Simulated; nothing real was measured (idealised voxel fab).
Process module name: voxel ribs on slabs
This is section cut - it's 265 nm across, gridded in 5 nm square cells.
When this document writes out a cross-section, it uses a grid of square cells and lists it as bands, beginning at the top and moving down, with a band standing for one or more rows of cells. It is stipulated that each band's entry specify, in nanometres, the height of the top of the band and then that of its bottom, followed by the materials of the band in left-to-right sequence, each together with its width in nanometres. A single material marked by the word "edge to edge" is understood to fill the band from edge to edge; the word "air" is understood to denote empty space. For the purposes of this specification, 0 denotes the height below which the wafer in its as-received condition is composed wholly of one material, and the lowermost band, lacking a lower limit, extends downward without end, as expressed in "0..down". The expression "30 to 40" gives the width at the extremes of the band, the first number at its top row of cells and the second at its bottom row, with the width changing by equal amounts from each row to the next in between. "nothing different" for a step: no cell of the cross-section changed in that step. The label "Cavities, closed" introduces a list of the empty spaces, 8 cells or larger, that have no open way up to the top; each entry in it reads width x height at distance, where the distance is taken from the left edge and all three are stated in nm. Formally, on a step line, whatever follows the settings is a remark that the simulator itself makes on the step. For masked steps, "overlay nm" on the step line gives how far right of plan the mask actually lay; a minus sign means it lay to the left.

THE PLANNED PROCESS STEPS ARE ENUMERATED HEREUNDER
1 op RECEIVE | material Si
2 op DIRECTIONAL_DEP | material SiO2 | thk nm 25
3 op DIRECTIONAL_DEP | material SiN | thk nm 20
4 op MASKED_ETCH | tone cover | mask id RIB | width nm 20 | etch materials SiN | depth nm 15 | overlay nm 0
5 op PATTERN | tone cover | mask id SLAB | material resist | width nm 60 | thk nm 15 | overlay nm 0
6 op DIRECTIONAL_ETCH | etch materials SiN | depth nm 5
7 op STRIP | etch materials resist
8 op FILL_DEP | material SiO2 | thk nm 30
9 op CMP | height nm 65
10 op DIRECTIONAL_DEP | material W | thk nm 10
11 op PATTERN | tone cover | mask id HEATER | material resist | width nm 30 | thk nm 20 | overlay nm 0
12 op DIRECTIONAL_ETCH | etch materials W | depth nm 10
13 op STRIP | etch materials resist
14 op CONFORMAL_DEP | material SiO2 | thk nm 10

AS RECEIVED (POST STEP 1): CROSS-SECTION
* 0..down: Si edge to edge
* Cavities, closed: none

CROSS-SECTION TAKEN AT MODULE COMPLETION ON THE FIRST OF TWO WAFERS; PROCESSED PER THE PLAN
* 85..75: 105 air | 50 SiO2 | 110 air
* 75..65: 115 SiO2 | 30 W | 120 SiO2
* 65..45: SiO2 edge to edge
* 45..30: 120 SiO2 | 20 SiN | 125 SiO2
* 30..25: 100 SiO2 | 60 SiN | 105 SiO2
* 25..0: SiO2 edge to edge
* 0..down: Si edge to edge
* Cavities, closed: none

SECOND OF TWO WAFERS, MODULE COMPLETE, SECTIONED: IT SHARES THE FIRST WAFER'S START AND PLAN BUT WAS RUN WITH ONE MISTAKE
* 85..75: 105 air | 50 SiO2 | 110 air
* 75..65: 115 SiO2 | 30 W | 120 SiO2
* 65..45: SiO2 edge to edge
* 45..30: 130 SiO2 | 20 SiN | 115 SiO2
* 30..25: 100 SiO2 | 60 SiN | 105 SiO2
* 25..0: SiO2 edge to edge
* 0..down: Si edge to edge
* Cavities, closed: none
Run error: it should be noted that step 4 was executed with settings other than those planned, the operation and settings actually applied being op MASKED_ETCH | tone cover | mask id RIB | width nm 20 | etch materials SiN | depth nm 15 | overlay nm 10
End check, second vs first wafer: material counts in cells match, positions do not.
